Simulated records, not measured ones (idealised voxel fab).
Process module in this document: voxel ribs on slabs
Section cut is 240 nm wide and gridded with 5 nm square cells.
Cross-section format: a grid of square cells, given as bands from top to bottom; each band is one or more rows of cells.
This entry defines a band. It first specifies the height of the band's top and the height of its bottom in nm, and then specifies the band's materials from left to right, stating each material with its width in nm. The word "full width" identifies a single material that fills the band from edge to edge, while the word "blank" identifies empty space.
Basically, 0 is our baseline, since under it the wafer straight out of the box is all one material. The bottom band has no lower end and keeps on going down, so it looks like "0 nm and below".
Quick explanation for "30 to 40": the width changes in equal steps down the rows of cells, from the first number in the band's top row to the second number in its bottom row.
"all unchanged" means the step left every cell of the cross-section as it was.
The label "Listed closed voids" introduces a list of the empty spaces, 8 cells or larger, that have no open way up to the top; each entry in it reads width x height at distance, where the distance is taken from the left edge and all three are stated in nm.
Formally, on a step line, whatever follows the settings is a remark that the simulator itself makes on the step.
overlay nm: on a step with a mask, how far right of its planned place the mask lay; negative means left.

The following list gives the planned process steps
1. RECEIVE with material Si
2. DIRECTIONAL_DEP with material SiO2, thk nm 30
3. DIRECTIONAL_DEP with material SiN, thk nm 20
4. MASKED_ETCH with tone cover, mask id RIB, width nm 30, etch materials SiN, depth nm 10, overlay nm 0
5. PATTERN with tone cover, mask id SLAB, material resist, width nm 60, thk nm 20, overlay nm 0
6. DIRECTIONAL_ETCH with etch materials SiN, depth nm 10
7. STRIP with etch materials resist
8. FILL_DEP with material SiO2, thk nm 20
9. CMP with height nm 60
10. DIRECTIONAL_DEP with material TiN, thk nm 10
11. MASKED_ETCH with tone cover, mask id HEATER, width nm 40, etch materials TiN, depth nm 10, overlay nm 0
12. CONFORMAL_DEP with material SiO2, thk nm 5

Incoming wafer, cross-sectional view, post step 1
  0 nm and below: Si full width
  Listed closed voids: none

End-of-module cross-section of the first of two wafers, processed as planned
  75 nm to 70 nm: blank (95); SiO2 (50); blank (95)
  70 nm to 65 nm: blank (95); SiO2 (5); TiN (40); SiO2 (5); blank (95)
  65 nm to 60 nm: SiO2 (100); TiN (40); SiO2 (100)
  60 nm to 50 nm: SiO2 full width
  50 nm to 40 nm: SiO2 (105); SiN (30); SiO2 (105)
  40 nm to 30 nm: SiO2 (90); SiN (60); SiO2 (90)
  30 nm to 0 nm: SiO2 full width
  0 nm and below: Si full width
  Listed closed voids: none

Here is the second of the two wafers cut open at the end of the module - same start, same plan as the first one, but we made one mistake running it
  70 nm to 60 nm: blank (100); TiN (40); blank (100)
  60 nm to 50 nm: SiO2 full width
  50 nm to 40 nm: SiO2 (105); SiN (30); SiO2 (105)
  40 nm to 30 nm: SiO2 (90); SiN (60); SiO2 (90)
  30 nm to 0 nm: SiO2 full width
  0 nm and below: Si full width
  Listed closed voids: none
Error vs. plan: not run: step 12 of the plan (skipped)
In the final state, the cell counts of the second wafer exceed or fall short of those of the first for the following materials: 52 fewer of SiO2
